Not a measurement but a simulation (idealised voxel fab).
process module | voxel self aligned contacts
cross-section cut | 255 nm wide | cells 5 nm
A cross-section is a grid of square cells, given in bands from the top down. A band is one or more rows of cells.
Each band's line starts with the height of the band's top and of its bottom, in nm. Then come its materials from left to right, each with its width in nm. One material with "throughout" fills the band from edge to edge. "air" is empty space.
Height 0 is the level under which the wafer as received is all one material. The lowest band goes on downwards, as in "0 down".
A width such as "30 to 40" changes by the same amount from each row of cells to the next, from the band's top row to its bottom row.
"no change" after a step means that no cell of the cross-section changed.
closed voids: empty space of 8 cells or more with no open way to the top, each as width x height at its distance from the left edge, in nm
after a step's settings: what the simulator itself notes on the step
overlay nm, on a step with a mask: how far to the right of its planned place the mask lay; to the left if negative
plan
1 op RECEIVE | material Si
2 op OXIDIZE | depth nm 5
3 op DIRECTIONAL_DEP | material polySi | thk nm 20
4 op DIRECTIONAL_DEP | material SiN | thk nm 25
5 op DIRECTIONAL_DEP | material aC | thk nm 10
6 op PATTERN | tone cover | mask id GATE | material resist | width nm 30 | pitch nm 65 | thk nm 25 | overlay nm 0
7 op DIRECTIONAL_ETCH | etch materials aC | depth nm 10
8 op STRIP | etch materials resist
9 op DIRECTIONAL_ETCH | etch materials SiN | depth nm 25
10 op DIRECTIONAL_ETCH | etch materials polySi | depth nm 20
11 op STRIP | etch materials aC
12 op CONFORMAL_DEP | material SiN | thk nm 10
13 op DIRECTIONAL_ETCH | etch materials SiN | depth nm 10
14 op FILL_DEP | material SiO2 | thk nm 10
15 op CMP | height nm 50
16 op MASKED_ETCH | tone open | mask id CONTACT | width nm 45 | etch materials SiO2 | depth nm 55 | overlay nm 0
17 op CONFORMAL_DEP | material TiN | thk nm 5
18 op FILL_DEP | material Ru | thk nm 5
19 op CMP | height nm 50
20 op CONFORMAL_DEP | material SiCN | thk nm 5
as received, after step 1
  0 down: Si throughout
  closed voids: none
first wafer at the end, as planned
  55 to 50: SiCN throughout
  50 to 45: SiO2 105 | TiN 20 | Ru 5 | TiN 20 | SiO2 105
  45 to 20: SiO2 70 | SiN 50 | TiN 5 | Ru 5 | TiN 5 | SiN 50 | SiO2 70
  20 to 0: SiO2 70 | SiN 10 | polySi 30 | SiN 10 | TiN 5 | Ru 5 | TiN 5 | SiN 10 | polySi 30 | SiN 10 | SiO2 70
  0 to -5: SiO2 120 | TiN 15 | SiO2 120
  -5 down: Si throughout
  closed voids: none
second wafer at the end: like start, like plan, one mistake
  55 to 50: SiCN throughout
  50 to 45: SiO2 105 | SiN 20 | Ru 5 | SiN 20 | SiO2 105
  45 to 20: SiO2 70 | SiN 55 | Ru 5 | SiN 55 | SiO2 70
  20 to 0: SiO2 70 | SiN 10 | polySi 30 | SiN 15 | Ru 5 | SiN 15 | polySi 30 | SiN 10 | SiO2 70
  0 to -5: SiO2 120 | SiN 15 | SiO2 120
  -5 down: Si throughout
  closed voids: none
what went wrong: step 17 ran as: op CONFORMAL_DEP | material SiN | thk nm 5
at the end the second wafer has, in cells: 29 more of SiN | 29 fewer of TiN
